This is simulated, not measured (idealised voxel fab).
Module name: voxel transistor to metal (process module)
It is cross-section cut that appears here, measuring 155 nm in width, its square cells being 5 nm in size.
This document writes a cross-section as a grid whose cells are square, and gives it as bands, listed from the top down; one or more rows of cells form a band.
Heights first: top, then bottom, in nm. Then materials, left to right, each with a width in nm. "full width" on a single material: fills the band edge to edge. "blank": empty space.
It should be noted that heights are counted from 0, beneath which the wafer as supplied is of one material throughout, and that the lowest band possesses no lower boundary but continues downward, as written in "0..down".
With a width like "30 to 40", each row of cells in the band differs from the next by the same amount, the top row carrying the first number and the bottom row the second.
For the purposes of this document, the phrase "nothing got changed" attached to a step denotes that no cell within the cross-section was modified by that step.
Any empty space of 8 cells or more lacking an open way to the top shows up in "Enclosed void inventory" as width x height at distance, distance from the left edge, in nm.
Text after the settings on a step's line: the simulator's own remark on that step.
Among the settings permitted on a step's line is "overlay nm"; applied to a step with a mask, it specifies the extent to which the mask lay to the right of its planned position, whereas a negative figure signifies a position to the left.
Pairs from here to the end. Each: cross-section before one process step, cross-section after it, the latter only as far down as the lowest band that changed. Under each: the step between, and its settings. Mind that the pairs may be taken from different runs of this module on the same starting wafer; whether a pair continues from the pair above depends on its entry headed "Pre-step cross-section", and it does only where that entry says so.

-- Pre-step cross-section
	0..down | Si full width
	Enclosed void inventory: none

-- after
	5..0 | SiO2 full width
	Below 0, no change.
	Enclosed void inventory: none
Step, pre vs post cross-sections above: CONFORMAL_DEP [material SiO2] [thk nm 5]

Pre-step cross-section: The pre-step condition corresponds to the post-step cross-section depicted in the pair directly above.

-- after
	20..5 | SiN full width
	Below 5, no change.
	Enclosed void inventory: none
Step, pre vs post cross-sections above: CONFORMAL_DEP [material SiN] [thk nm 15]

Pre-step cross-section: The pre-step condition corresponds to the post-step cross-section depicted in the pair directly above.

-- after
	35..20 | blank (25) | resist (105) | blank (25)
	Below 20, no change.
	Enclosed void inventory: none
Step, pre vs post cross-sections above: PATTERN [tone cover] [mask id ACTIVE] [material resist] [width nm 105] [thk nm 15] [overlay nm 0]

Pre-step cross-section: The pre-step condition corresponds to the post-step cross-section depicted in the pair directly above.

-- after
	35..20 | blank (25) | resist (105) | blank (25)
	20..5 | blank (25) | SiN (105) | blank (25)
	Below 5, no change.
	Enclosed void inventory: none
Step, pre vs post cross-sections above: DIRECTIONAL_ETCH [etch materials SiN] [depth nm 15]

Pre-step cross-section: The pre-step condition corresponds to the post-step cross-section depicted in the pair directly above.

-- after
	35..20 | blank (25) | resist (105) | blank (25)
	20..5 | blank (25) | SiN (105) | blank (25)
	5..0 | blank (25) | SiO2 (105) | blank (25)
	Below 0, no change.
	Enclosed void inventory: none
Step, pre vs post cross-sections above: DIRECTIONAL_ETCH [etch materials SiO2] [depth nm 5]

Pre-step cross-section: The pre-step condition corresponds to the post-step cross-section depicted in the pair directly above.

-- after
	35..20 | blank (25) | resist (105) | blank (25)
	20..5 | blank (25) | SiN (105) | blank (25)
	5..0 | blank (25) | SiO2 (105) | blank (25)
	0..-20 | blank (25) | Si (105) | blank (25)
	Below -20, no change.
	Enclosed void inventory: none
Step, pre vs post cross-sections above: DIRECTIONAL_ETCH [etch materials Si] [depth nm 20]

Pre-step cross-section: The pre-step condition corresponds to the post-step cross-section depicted in the pair directly above.

-- after
	20..5 | blank (25) | SiN (105) | blank (25)
	Below 5, no change.
	Enclosed void inventory: none
Step, pre vs post cross-sections above: STRIP [etch materials resist]

Pre-step cross-section: The pre-step condition corresponds to the post-step cross-section depicted in the pair directly above.

-- after
	20..5 | blank (25) | SiN (105) | blank (25)
	5..0 | blank (25) | SiO2 (105) | blank (25)
	0..-20 | blank (25) | SiO2 (5) | Si (95) | SiO2 (5) | blank (25)
	-20..-25 | SiO2 (30) | Si (95) | SiO2 (30)
	Below -25, no change.
	Enclosed void inventory: none
Step, pre vs post cross-sections above: OXIDIZE [depth nm 5]

Pre-step cross-section: The pre-step condition corresponds to the post-step cross-section depicted in the pair directly above.

-- after
	35..20 | SiO2 full width
	20..5 | SiO2 (25) | SiN (105) | SiO2 (25)
	5..0 | SiO2 full width
	0..-25 | SiO2 (30) | Si (95) | SiO2 (30)
	Below -25, no change.
	Enclosed void inventory: none
Step, pre vs post cross-sections above: FILL_DEP [material SiO2] [thk nm 15]

Pre-step cross-section: The pre-step condition corresponds to the post-step cross-section depicted in the pair directly above.

-- after
	20..5 | SiO2 (25) | SiN (105) | SiO2 (25)
	Below 5, no change.
	Enclosed void inventory: none
Step, pre vs post cross-sections above: CMP [height nm 20]

Pre-step cross-section: The pre-step condition corresponds to the post-step cross-section depicted in the pair directly above.

-- after
	20..5 | blank (25) | SiN (105) | blank (25)
	Below 5, no change.
	Enclosed void inventory: none
Step, pre vs post cross-sections above: SELECTIVE_ETCH [etch materials SiO2] [depth nm 15]

Pre-step cross-section: The pre-step condition corresponds to the post-step cross-section depicted in the pair directly above.

-- after
	5..0 | SiO2 full width
	Below 0, no change.
	Enclosed void inventory: none
Step, pre vs post cross-sections above: STRIP [etch materials SiN]

Pre-step cross-section: The pre-step condition corresponds to the post-step cross-section depicted in the pair directly above.

-- after
	0..-25 | SiO2 (30) | Si (95) | SiO2 (30)
	Below -25, no change.
	Enclosed void inventory: none
Step, pre vs post cross-sections above: SELECTIVE_ETCH [etch materials SiO2] [depth nm 5]

Pre-step cross-section: The pre-step condition corresponds to the post-step cross-section depicted in the pair directly above.

-- after
	0..-5 | SiO2 full width
	Below -5, no change.
	Enclosed void inventory: none
Step, pre vs post cross-sections above: OXIDIZE [depth nm 5]

Pre-step cross-section: The pre-step condition corresponds to the post-step cross-section depicted in the pair directly above.

-- after
	30..0 | polySi full width
	Below 0, no change.
	Enclosed void inventory: none
Step, pre vs post cross-sections above: DIRECTIONAL_DEP [material polySi] [thk nm 30]

Pre-step cross-section: The pre-step condition corresponds to the post-step cross-section depicted in the pair directly above.

-- after
	40..30 | SiCN full width
	Below 30, no change.
	Enclosed void inventory: none
Step, pre vs post cross-sections above: DIRECTIONAL_DEP [material SiCN] [thk nm 10]

Pre-step cross-section: The pre-step condition corresponds to the post-step cross-section depicted in the pair directly above.

-- after
	50..40 | aC full width
	Below 40, no change.
	Enclosed void inventory: none
Step, pre vs post cross-sections above: DIRECTIONAL_DEP [material aC] [thk nm 10]

Pre-step cross-section: The pre-step condition corresponds to the post-step cross-section depicted in the pair directly above.

-- after
	80..50 | blank (65) | resist (25) | blank (65)
	Below 50, no change.
	Enclosed void inventory: none
Step, pre vs post cross-sections above: PATTERN [tone cover] [mask id GATE] [material resist] [width nm 25] [thk nm 30] [overlay nm 0]

Pre-step cross-section: The pre-step condition corresponds to the post-step cross-section depicted in the pair directly above.

-- after
	70..50 | blank (65) | resist (25) | blank (65)
	50..40 | blank (65) | aC (25) | blank (65)
	Below 40, no change.
	Enclosed void inventory: none
Step, pre vs post cross-sections above: DIRECTIONAL_ETCH [etch materials aC] [depth nm 10]

Pre-step cross-section: The pre-step condition corresponds to the post-step cross-section depicted in the pair directly above.

-- after
	50..40 | blank (65) | aC (25) | blank (65)
	Below 40, no change.
	Enclosed void inventory: none
Step, pre vs post cross-sections above: STRIP [etch materials resist]

Pre-step cross-section: The pre-step condition corresponds to the post-step cross-section depicted in the pair directly above.

-- after
	50..40 | blank (65) | aC (25) | blank (65)
	40..30 | blank (65) | SiCN (25) | blank (65)
	Below 30, no change.
	Enclosed void inventory: none
Step, pre vs post cross-sections above: DIRECTIONAL_ETCH [etch materials SiCN] [depth nm 20]

Pre-step cross-section: The pre-step condition corresponds to the post-step cross-section depicted in the pair directly above.

-- after
	50..40 | blank (65) | aC (25) | blank (65)
	40..30 | blank (65) | SiCN (25) | blank (65)
	30..0 | blank (65) | polySi (25) | blank (65)
	Below 0, no change.
	Enclosed void inventory: none
Step, pre vs post cross-sections above: DIRECTIONAL_ETCH [etch materials polySi] [depth nm 40]

Pre-step cross-section: The pre-step condition corresponds to the post-step cross-section depicted in the pair directly above.

-- after
	40..30 | blank (65) | SiCN (25) | blank (65)
	Below 30, no change.
	Enclosed void inventory: none
Step, pre vs post cross-sections above: STRIP [etch materials aC]

Pre-step cross-section: The pre-step condition corresponds to the post-step cross-section depicted in the pair directly above.

-- after
	45..40 | blank (60) | SiO2 (35) | blank (60)
	40..30 | blank (60) | SiO2 (5) | SiCN (25) | SiO2 (5) | blank (60)
	30..5 | blank (60) | SiO2 (5) | polySi (25) | SiO2 (5) | blank (60)
	5..0 | SiO2 (65) | polySi (25) | SiO2 (65)
	Below 0, no change.
	Enclosed void inventory: none
Step, pre vs post cross-sections above: CONFORMAL_DEP [material SiO2] [thk nm 5]

Pre-step cross-section: The pre-step condition corresponds to the post-step cross-section depicted in the pair directly above.

-- after
	40..30 | blank (60) | SiO2 (5) | SiCN (25) | SiO2 (5) | blank (60)
	30..0 | blank (60) | SiO2 (5) | polySi (25) | SiO2 (5) | blank (60)
	Below 0, no change.
	Enclosed void inventory: none
Step, pre vs post cross-sections above: DIRECTIONAL_ETCH [etch materials SiO2] [depth nm 5]

Pre-step cross-section: The pre-step condition corresponds to the post-step cross-section depicted in the pair directly above.

-- after
	50..40 | blank (50) | SiN (55) | blank (50)
	40..30 | blank (50) | SiN (10) | SiO2 (5) | SiCN (25) | SiO2 (5) | SiN (10) | blank (50)
	30..10 | blank (50) | SiN (10) | SiO2 (5) | polySi (25) | SiO2 (5) | SiN (10) | blank (50)
	10..0 | SiN (60) | SiO2 (5) | polySi (25) | SiO2 (5) | SiN (60)
	Below 0, no change.
	Enclosed void inventory: none
Step, pre vs post cross-sections above: CONFORMAL_DEP [material SiN] [thk nm 10]

Pre-step cross-section: The pre-step condition corresponds to the post-step cross-section depicted in the pair directly above.

-- after
	40..30 | blank (50) | SiN (10) | SiO2 (5) | SiCN (25) | SiO2 (5) | SiN (10) | blank (50)
	30..0 | blank (50) | SiN (10) | SiO2 (5) | polySi (25) | SiO2 (5) | SiN (10) | blank (50)
	Below 0, no change.
	Enclosed void inventory: none
Step, pre vs post cross-sections above: DIRECTIONAL_ETCH [etch materials SiN] [depth nm 10]

Pre-step cross-section: The pre-step condition corresponds to the post-step cross-section depicted in the pair directly above.

-- after
	40..35 | blank (50) | SiN (10) | blank (5) | SiCN (25) | blank (5) | SiN (10) | blank (50)
	35..30 | blank (50) | SiN (10) | SiO2 (5) | SiCN (25) | SiO2 (5) | SiN (10) | blank (50)
	30..0 | blank (50) | SiN (10) | SiO2 (5) | polySi (25) | SiO2 (5) | SiN (10) | blank (50)
	0..-5 | blank (50) | SiO2 (55) | blank (50)
	Below -5, no change.
	Enclosed void inventory: none
Step, pre vs post cross-sections above: DIRECTIONAL_ETCH [etch materials SiO2] [depth nm 5]

Pre-step cross-section: The pre-step condition corresponds to the post-step cross-section depicted in the pair directly above.

-- after
	40..35 | blank (50) | SiN (10) | blank (5) | SiCN (25) | blank (5) | SiN (10) | blank (50)
	35..30 | blank (50) | SiN (10) | SiO2 (5) | SiCN (25) | SiO2 (5) | SiN (10) | blank (50)
	30..0 | blank (50) | SiN (10) | SiO2 (5) | polySi (25) | SiO2 (5) | SiN (10) | blank (50)
	0..-5 | blank (50) | SiO2 (55) | blank (50)
	-5..-20 | SiO2 (30) | blank (20) | Si (55) | blank (20) | SiO2 (30)
	Below -20, no change.
	Enclosed void inventory: none
Step, pre vs post cross-sections above: DIRECTIONAL_ETCH [etch materials Si] [depth nm 15]

Pre-step cross-section: The pre-step condition corresponds to the post-step cross-section depicted in the pair directly above.

-- after
	40..35 | blank (50) | SiN (10) | blank (5) | SiCN (25) | blank (5) | SiN (10) | blank (50)
	35..30 | blank (50) | SiN (10) | SiO2 (5) | SiCN (25) | SiO2 (5) | SiN (10) | blank (50)
	30..10 | blank (50) | SiN (10) | SiO2 (5) | polySi (25) | SiO2 (5) | SiN (10) | blank (50)
	10..0 | blank (35) | nSi (15) | SiN (10) | SiO2 (5) | polySi (25) | SiO2 (5) | SiN (10) | nSi (15) | blank (35)
	0..-5 | blank (35) | nSi (15) | SiO2 (55) | nSi (15) | blank (35)
	-5..-20 | SiO2 (30) | nSi (20) | Si (55) | nSi (20) | SiO2 (30)
	Below -20, no change.
	Enclosed void inventory: none
Step, pre vs post cross-sections above: EPI [material nSi] [thk nm 15]

Pre-step cross-section: The pre-step condition corresponds to the post-step cross-section depicted in the pair directly above.

-- after
	50..40 | SiO2 full width
	40..30 | SiO2 (50) | SiN (10) | SiO2 (5) | SiCN (25) | SiO2 (5) | SiN (10) | SiO2 (50)
	30..10 | SiO2 (50) | SiN (10) | SiO2 (5) | polySi (25) | SiO2 (5) | SiN (10) | SiO2 (50)
	10..0 | SiO2 (35) | nSi (15) | SiN (10) | SiO2 (5) | polySi (25) | SiO2 (5) | SiN (10) | nSi (15) | SiO2 (35)
	0..-5 | SiO2 (35) | nSi (15) | SiO2 (55) | nSi (15) | SiO2 (35)
	Below -5, no change.
	Enclosed void inventory: none
Step, pre vs post cross-sections above: FILL_DEP [material SiO2] [thk nm 10]

Pre-step cross-section: The pre-step condition corresponds to the post-step cross-section depicted in the pair directly above.

-- after
	40..30 | SiO2 (50) | SiN (10) | SiO2 (5) | SiCN (25) | SiO2 (5) | SiN (10) | SiO2 (50)
	Below 30, no change.
	Enclosed void inventory: none
Step, pre vs post cross-sections above: CMP [height nm 40]

Pre-step cross-section: The pre-step condition corresponds to the post-step cross-section depicted in the pair directly above.

-- after
	55..40 | SiO2 full width
	Below 40, no change.
	Enclosed void inventory: none
Step, pre vs post cross-sections above: DIRECTIONAL_DEP [material SiO2] [thk nm 15]

Pre-step cross-section: The pre-step condition corresponds to the post-step cross-section depicted in the pair directly above.

-- after
	75..55 | resist (30) | blank (30) | resist (35) | blank (30) | resist (30)
	Below 55, no change.
	Enclosed void inventory: none
Step, pre vs post cross-sections above: PATTERN [tone open] [mask id CONTACT] [material resist] [width nm 30] [pitch nm 65] [thk nm 20] [overlay nm 0]

Pre-step cross-section: The pre-step condition corresponds to the post-step cross-section depicted in the pair directly above.

-- after
	75..55 | resist (30) | blank (30) | resist (35) | blank (30) | resist (30)
	55..40 | SiO2 (30) | blank (30) | SiO2 (35) | blank (30) | SiO2 (30)
	40..30 | SiO2 (30) | blank (20) | SiN (10) | SiO2 (5) | SiCN (25) | SiO2 (5) | SiN (10) | blank (20) | SiO2 (30)
	30..10 | SiO2 (30) | blank (20) | SiN (10) | SiO2 (5) | polySi (25) | SiO2 (5) | SiN (10) | blank (20) | SiO2 (30)
	10..0 | SiO2 (30) | blank (5) | nSi (15) | SiN (10) | SiO2 (5) | polySi (25) | SiO2 (5) | SiN (10) | nSi (15) | blank (5) | SiO2 (30)
	0..-5 | SiO2 (30) | blank (5) | nSi (15) | SiO2 (55) | nSi (15) | blank (5) | SiO2 (30)
	Below -5, no change.
	Enclosed void inventory: none
Step, pre vs post cross-sections above: DIRECTIONAL_ETCH [etch materials SiO2] [depth nm 60]

Pre-step cross-section: The pre-step condition corresponds to the post-step cross-section depicted in the pair directly above.

-- after
	55..40 | SiO2 (30) | blank (30) | SiO2 (35) | blank (30) | SiO2 (30)
	Below 40, no change.
	Enclosed void inventory: none
Step, pre vs post cross-sections above: STRIP [etch materials resist]

Pre-step cross-section: The pre-step condition corresponds to the post-step cross-section depicted in the pair directly above.

-- after
	60..55 | TiN (35) | blank (20) | TiN (45) | blank (20) | TiN (35)
	55..45 | SiO2 (30) | TiN (5) | blank (20) | TiN (5) | SiO2 (35) | TiN (5) | blank (20) | TiN (5) | SiO2 (30)
	45..40 | SiO2 (30) | TiN (5) | blank (10) | TiN (15) | SiO2 (35) | TiN (15) | blank (10) | TiN (5) | SiO2 (30)
	40..30 | SiO2 (30) | TiN (5) | blank (10) | TiN (5) | SiN (10) | SiO2 (5) | SiCN (25) | SiO2 (5) | SiN (10) | TiN (5) | blank (10) | TiN (5) | SiO2 (30)
	30..15 | SiO2 (30) | TiN (5) | blank (10) | TiN (5) | SiN (10) | SiO2 (5) | polySi (25) | SiO2 (5) | SiN (10) | TiN (5) | blank (10) | TiN (5) | SiO2 (30)
	15..10 | SiO2 (30) | TiN (20) | SiN (10) | SiO2 (5) | polySi (25) | SiO2 (5) | SiN (10) | TiN (20) | SiO2 (30)
	10..0 | SiO2 (30) | TiN (5) | nSi (15) | SiN (10) | SiO2 (5) | polySi (25) | SiO2 (5) | SiN (10) | nSi (15) | TiN (5) | SiO2 (30)
	0..-5 | SiO2 (30) | TiN (5) | nSi (15) | SiO2 (55) | nSi (15) | TiN (5) | SiO2 (30)
	Below -5, no change.
	Enclosed void inventory: none
Step, pre vs post cross-sections above: CONFORMAL_DEP [material TiN] [thk nm 5]

Pre-step cross-section: The pre-step condition corresponds to the post-step cross-section depicted in the pair directly above.

-- after
	65..60 | Ru full width
	60..55 | TiN (35) | Ru (20) | TiN (45) | Ru (20) | TiN (35)
	55..45 | SiO2 (30) | TiN (5) | Ru (20) | TiN (5) | SiO2 (35) | TiN (5) | Ru (20) | TiN (5) | SiO2 (30)
	45..40 | SiO2 (30) | TiN (5) | Ru (10) | TiN (15) | SiO2 (35) | TiN (15) | Ru (10) | TiN (5) | SiO2 (30)
	40..30 | SiO2 (30) | TiN (5) | Ru (10) | TiN (5) | SiN (10) | SiO2 (5) | SiCN (25) | SiO2 (5) | SiN (10) | TiN (5) | Ru (10) | TiN (5) | SiO2 (30)
	30..15 | SiO2 (30) | TiN (5) | Ru (10) | TiN (5) | SiN (10) | SiO2 (5) | polySi (25) | SiO2 (5) | SiN (10) | TiN (5) | Ru (10) | TiN (5) | SiO2 (30)
	Below 15, no change.
	Enclosed void inventory: none
Step, pre vs post cross-sections above: FILL_DEP [material Ru] [thk nm 5]

Pre-step cross-section: The pre-step condition corresponds to the post-step cross-section depicted in the pair directly above.

-- after
	55..45 | SiO2 (30) | TiN (5) | Ru (20) | TiN (5) | SiO2 (35) | TiN (5) | Ru (20) | TiN (5) | SiO2 (30)
	Below 45, no change.
	Enclosed void inventory: none
Step, pre vs post cross-sections above: CMP [height nm 55]

Pre-step cross-section: The pre-step condition corresponds to the post-step cross-section depicted in the pair directly above.

-- after
	60..55 | SiCN full width
	Below 55, no change.
	Enclosed void inventory: none
Step, pre vs post cross-sections above: CONFORMAL_DEP [material SiCN] [thk nm 5]

Pre-step cross-section: The pre-step condition corresponds to the post-step cross-section depicted in the pair directly above.

-- after
	85..60 | SiO2 full width
	Below 60, no change.
	Enclosed void inventory: none
Step, pre vs post cross-sections above: DIRECTIONAL_DEP [material SiO2] [thk nm 25]

Pre-step cross-section: The pre-step condition corresponds to the post-step cross-section depicted in the pair directly above.

-- after
	85..60 | SiO2 (30) | blank (20) | SiO2 (55) | blank (20) | SiO2 (30)
	Below 60, no change.
	Enclosed void inventory: none
Step, pre vs post cross-sections above: MASKED_ETCH [tone open] [mask id METAL_1] [width nm 20] [pitch nm 75] [etch materials SiO2] [depth nm 25] [overlay nm 0]

Pre-step cross-section: The pre-step condition corresponds to the post-step cross-section depicted in the pair directly above.

-- after
	85..60 | SiO2 (30) | blank (20) | SiO2 (55) | blank (20) | SiO2 (30)
	60..55 | SiCN (30) | blank (20) | SiCN (55) | blank (20) | SiCN (30)
	Below 55, no change.
	Enclosed void inventory: none
Step, pre vs post cross-sections above: MASKED_ETCH [tone open] [mask id METAL_1] [width nm 20] [pitch nm 75] [etch materials SiCN] [depth nm 5] [overlay nm 0]

Pre-step cross-section: The pre-step condition corresponds to the post-step cross-section depicted in the pair directly above.

-- after
	90..85 | TiN (35) | blank (10) | TiN (65) | blank (10) | TiN (35)
	85..60 | SiO2 (30) | TiN (5) | blank (10) | TiN (5) | SiO2 (55) | TiN (5) | blank (10) | TiN (5) | SiO2 (30)
	60..55 | SiCN (30) | TiN (20) | SiCN (55) | TiN (20) | SiCN (30)
	Below 55, no change.
	Enclosed void inventory: none
Step, pre vs post cross-sections above: CONFORMAL_DEP [material TiN] [thk nm 5]

Pre-step cross-section: The pre-step condition corresponds to the post-step cross-section depicted in the pair directly above.

-- after
	95..90 | Cu full width
	90..85 | TiN (35) | Cu (10) | TiN (65) | Cu (10) | TiN (35)
	85..60 | SiO2 (30) | TiN (5) | Cu (10) | TiN (5) | SiO2 (55) | TiN (5) | Cu (10) | TiN (5) | SiO2 (30)
	Below 60, no change.
	Enclosed void inventory: none
Step, pre vs post cross-sections above: FILL_DEP [material Cu] [thk nm 5]

Pre-step cross-section: The pre-step condition corresponds to the post-step cross-section depicted in the pair directly above.

-- after
	85..60 | SiO2 (30) | TiN (5) | Cu (10) | TiN (5) | SiO2 (55) | TiN (5) | Cu (10) | TiN (5) | SiO2 (30)
	Below 60, no change.
	Enclosed void inventory: none
Step, pre vs post cross-sections above: CMP [height nm 85]

Pre-step cross-section: The pre-step condition corresponds to the post-step cross-section depicted in the pair directly above.

-- after
	90..85 | SiN full width
	Below 85, no change.
	Enclosed void inventory: none
Step, pre vs post cross-sections above: CONFORMAL_DEP [material SiN] [thk nm 5]

-- Pre-step cross-section
	40..30 | blank (65) | SiCN (25) | blank (65)
	30..0 | blank (65) | polySi (25) | blank (65)
	0..-5 | SiO2 full width
	-5..-25 | SiO2 (30) | Si (95) | SiO2 (30)
	-25..down | Si full width
	Enclosed void inventory: none

-- after
	40..30 | blank (65) | SiCN (25) | blank (65)
	30..0 | blank (65) | polySi (25) | blank (65)
	0..-5 | blank (65) | SiO2 (25) | blank (65)
	Below -5, no change.
	Enclosed void inventory: none
Step, pre vs post cross-sections above: DIRECTIONAL_ETCH [etch materials SiO2] [depth nm 5]

Pre-step cross-section: The pre-step condition corresponds to the post-step cross-section depicted in the pair directly above.

-- after
	50..40 | blank (55) | SiN (45) | blank (55)
	40..30 | blank (55) | SiN (10) | SiCN (25) | SiN (10) | blank (55)
	30..5 | blank (55) | SiN (10) | polySi (25) | SiN (10) | blank (55)
	5..0 | SiN (65) | polySi (25) | SiN (65)
	0..-5 | SiN (65) | SiO2 (25) | SiN (65)
	Below -5, no change.
	Enclosed void inventory: none
Step, pre vs post cross-sections above: CONFORMAL_DEP [material SiN] [thk nm 10]

Pre-step cross-section: The pre-step condition corresponds to the post-step cross-section depicted in the pair directly above.

-- after
	40..30 | blank (55) | SiN (10) | SiCN (25) | SiN (10) | blank (55)
	30..0 | blank (55) | SiN (10) | polySi (25) | SiN (10) | blank (55)
	0..-5 | blank (55) | SiN (10) | SiO2 (25) | SiN (10) | blank (55)
	Below -5, no change.
	Enclosed void inventory: none
Step, pre vs post cross-sections above: DIRECTIONAL_ETCH [etch materials SiN] [depth nm 10]

Pre-step cross-section: The pre-step condition corresponds to the post-step cross-section depicted in the pair directly above.

-- after
	40..30 | blank (55) | SiN (10) | SiCN (25) | SiN (10) | blank (55)
	30..0 | blank (55) | SiN (10) | polySi (25) | SiN (10) | blank (55)
	0..-5 | blank (55) | SiN (10) | SiO2 (25) | SiN (10) | blank (55)
	-5..-10 | blank (30) | Si (95) | blank (30)
	Below -10, no change.
	Enclosed void inventory: none
Step, pre vs post cross-sections above: DIRECTIONAL_ETCH [etch materials SiO2] [depth nm 5]

Pre-step cross-section: The pre-step condition corresponds to the post-step cross-section depicted in the pair directly above.

-- after
	40..30 | blank (55) | SiN (10) | SiCN (25) | SiN (10) | blank (55)
	30..0 | blank (55) | SiN (10) | polySi (25) | SiN (10) | blank (55)
	0..-5 | blank (55) | SiN (10) | SiO2 (25) | SiN (10) | blank (55)
	-5..-10 | blank (55) | Si (45) | blank (55)
	-10..-20 | SiO2 (30) | blank (25) | Si (45) | blank (25) | SiO2 (30)
	Below -20, no change.
	Enclosed void inventory: none
Step, pre vs post cross-sections above: DIRECTIONAL_ETCH [etch materials Si] [depth nm 15]

Pre-step cross-section: The pre-step condition corresponds to the post-step cross-section depicted in the pair directly above.

-- after
	40..30 | blank (55) | SiN (10) | SiCN (25) | SiN (10) | blank (55)
	30..10 | blank (55) | SiN (10) | polySi (25) | SiN (10) | blank (55)
	10..0 | blank (40) | nSi (15) | SiN (10) | polySi (25) | SiN (10) | nSi (15) | blank (40)
	0..-5 | blank (40) | nSi (15) | SiN (10) | SiO2 (25) | SiN (10) | nSi (15) | blank (40)
	-5..-10 | blank (25) | nSi (30) | Si (45) | nSi (30) | blank (25)
	-10..-20 | SiO2 (30) | nSi (25) | Si (45) | nSi (25) | SiO2 (30)
	Below -20, no change.
	Enclosed void inventory: none
Step, pre vs post cross-sections above: EPI [material nSi] [thk nm 15]

Pre-step cross-section: The pre-step condition corresponds to the post-step cross-section depicted in the pair directly above.

-- after
	50..40 | SiO2 full width
	40..30 | SiO2 (55) | SiN (10) | SiCN (25) | SiN (10) | SiO2 (55)
	30..10 | SiO2 (55) | SiN (10) | polySi (25) | SiN (10) | SiO2 (55)
	10..0 | SiO2 (40) | nSi (15) | SiN (10) | polySi (25) | SiN (10) | nSi (15) | SiO2 (40)
	0..-5 | SiO2 (40) | nSi (15) | SiN (10) | SiO2 (25) | SiN (10) | nSi (15) | SiO2 (40)
	-5..-10 | SiO2 (25) | nSi (30) | Si (45) | nSi (30) | SiO2 (25)
	Below -10, no change.
	Enclosed void inventory: none
Step, pre vs post cross-sections above: FILL_DEP [material SiO2] [thk nm 10]

Pre-step cross-section: The pre-step condition corresponds to the post-step cross-section depicted in the pair directly above.

-- after
	40..30 | SiO2 (55) | SiN (10) | SiCN (25) | SiN (10) | SiO2 (55)
	Below 30, no change.
	Enclosed void inventory: none
Step, pre vs post cross-sections above: CMP [height nm 40]

Pre-step cross-section: The pre-step condition corresponds to the post-step cross-section depicted in the pair directly above.

-- after
	55..40 | SiO2 full width
	Below 40, no change.
	Enclosed void inventory: none
Step, pre vs post cross-sections above: DIRECTIONAL_DEP [material SiO2] [thk nm 15]

Pre-step cross-section: The pre-step condition corresponds to the post-step cross-section depicted in the pair directly above.

-- after
	75..55 | resist (30) | blank (30) | resist (35) | blank (30) | resist (30)
	Below 55, no change.
	Enclosed void inventory: none
Step, pre vs post cross-sections above: PATTERN [tone open] [mask id CONTACT] [material resist] [width nm 30] [pitch nm 65] [thk nm 20] [overlay nm 0]

Pre-step cross-section: The pre-step condition corresponds to the post-step cross-section depicted in the pair directly above.

-- after
	75..55 | resist (30) | blank (30) | resist (35) | blank (30) | resist (30)
	55..40 | SiO2 (30) | blank (30) | SiO2 (35) | blank (30) | SiO2 (30)
	40..30 | SiO2 (30) | blank (25) | SiN (10) | SiCN (25) | SiN (10) | blank (25) | SiO2 (30)
	30..10 | SiO2 (30) | blank (25) | SiN (10) | polySi (25) | SiN (10) | blank (25) | SiO2 (30)
	10..0 | SiO2 (30) | blank (10) | nSi (15) | SiN (10) | polySi (25) | SiN (10) | nSi (15) | blank (10) | SiO2 (30)
	0..-5 | SiO2 (30) | blank (10) | nSi (15) | SiN (10) | SiO2 (25) | SiN (10) | nSi (15) | blank (10) | SiO2 (30)
	Below -5, no change.
	Enclosed void inventory: none
Step, pre vs post cross-sections above: DIRECTIONAL_ETCH [etch materials SiO2] [depth nm 60]

Pre-step cross-section: The pre-step condition corresponds to the post-step cross-section depicted in the pair directly above.

-- after
	55..40 | SiO2 (30) | blank (30) | SiO2 (35) | blank (30) | SiO2 (30)
	Below 40, no change.
	Enclosed void inventory: none
Step, pre vs post cross-sections above: STRIP [etch materials resist]

Pre-step cross-section: The pre-step condition corresponds to the post-step cross-section depicted in the pair directly above.

-- after
	60..55 | TiN (35) | blank (20) | TiN (45) | blank (20) | TiN (35)
	55..45 | SiO2 (30) | TiN (5) | blank (20) | TiN (5) | SiO2 (35) | TiN (5) | blank (20) | TiN (5) | SiO2 (30)
	45..40 | SiO2 (30) | TiN (5) | blank (15) | TiN (10) | SiO2 (35) | TiN (10) | blank (15) | TiN (5) | SiO2 (30)
	40..30 | SiO2 (30) | TiN (5) | blank (15) | TiN (5) | SiN (10) | SiCN (25) | SiN (10) | TiN (5) | blank (15) | TiN (5) | SiO2 (30)
	30..15 | SiO2 (30) | TiN (5) | blank (15) | TiN (5) | SiN (10) | polySi (25) | SiN (10) | TiN (5) | blank (15) | TiN (5) | SiO2 (30)
	15..10 | SiO2 (30) | TiN (25) | SiN (10) | polySi (25) | SiN (10) | TiN (25) | SiO2 (30)
	10..0 | SiO2 (30) | TiN (10) | nSi (15) | SiN (10) | polySi (25) | SiN (10) | nSi (15) | TiN (10) | SiO2 (30)
	0..-5 | SiO2 (30) | TiN (10) | nSi (15) | SiN (10) | SiO2 (25) | SiN (10) | nSi (15) | TiN (10) | SiO2 (30)
	Below -5, no change.
	Enclosed void inventory: none
Step, pre vs post cross-sections above: CONFORMAL_DEP [material TiN] [thk nm 5]

Pre-step cross-section: The pre-step condition corresponds to the post-step cross-section depicted in the pair directly above.

-- after
	65..60 | Ru full width
	60..55 | TiN (35) | Ru (20) | TiN (45) | Ru (20) | TiN (35)
	55..45 | SiO2 (30) | TiN (5) | Ru (20) | TiN (5) | SiO2 (35) | TiN (5) | Ru (20) | TiN (5) | SiO2 (30)
	45..40 | SiO2 (30) | TiN (5) | Ru (15) | TiN (10) | SiO2 (35) | TiN (10) | Ru (15) | TiN (5) | SiO2 (30)
	40..30 | SiO2 (30) | TiN (5) | Ru (15) | TiN (5) | SiN (10) | SiCN (25) | SiN (10) | TiN (5) | Ru (15) | TiN (5) | SiO2 (30)
	30..15 | SiO2 (30) | TiN (5) | Ru (15) | TiN (5) | SiN (10) | polySi (25) | SiN (10) | TiN (5) | Ru (15) | TiN (5) | SiO2 (30)
	Below 15, no change.
	Enclosed void inventory: none
Step, pre vs post cross-sections above: FILL_DEP [material Ru] [thk nm 5]

Pre-step cross-section: The pre-step condition corresponds to the post-step cross-section depicted in the pair directly above.

-- after
	55..45 | SiO2 (30) | TiN (5) | Ru (20) | TiN (5) | SiO2 (35) | TiN (5) | Ru (20) | TiN (5) | SiO2 (30)
	Below 45, no change.
	Enclosed void inventory: none
Step, pre vs post cross-sections above: CMP [height nm 55]

Pre-step cross-section: The pre-step condition corresponds to the post-step cross-section depicted in the pair directly above.

-- after
	60..55 | SiCN full width
	Below 55, no change.
	Enclosed void inventory: none
Step, pre vs post cross-sections above: CONFORMAL_DEP [material SiCN] [thk nm 5]
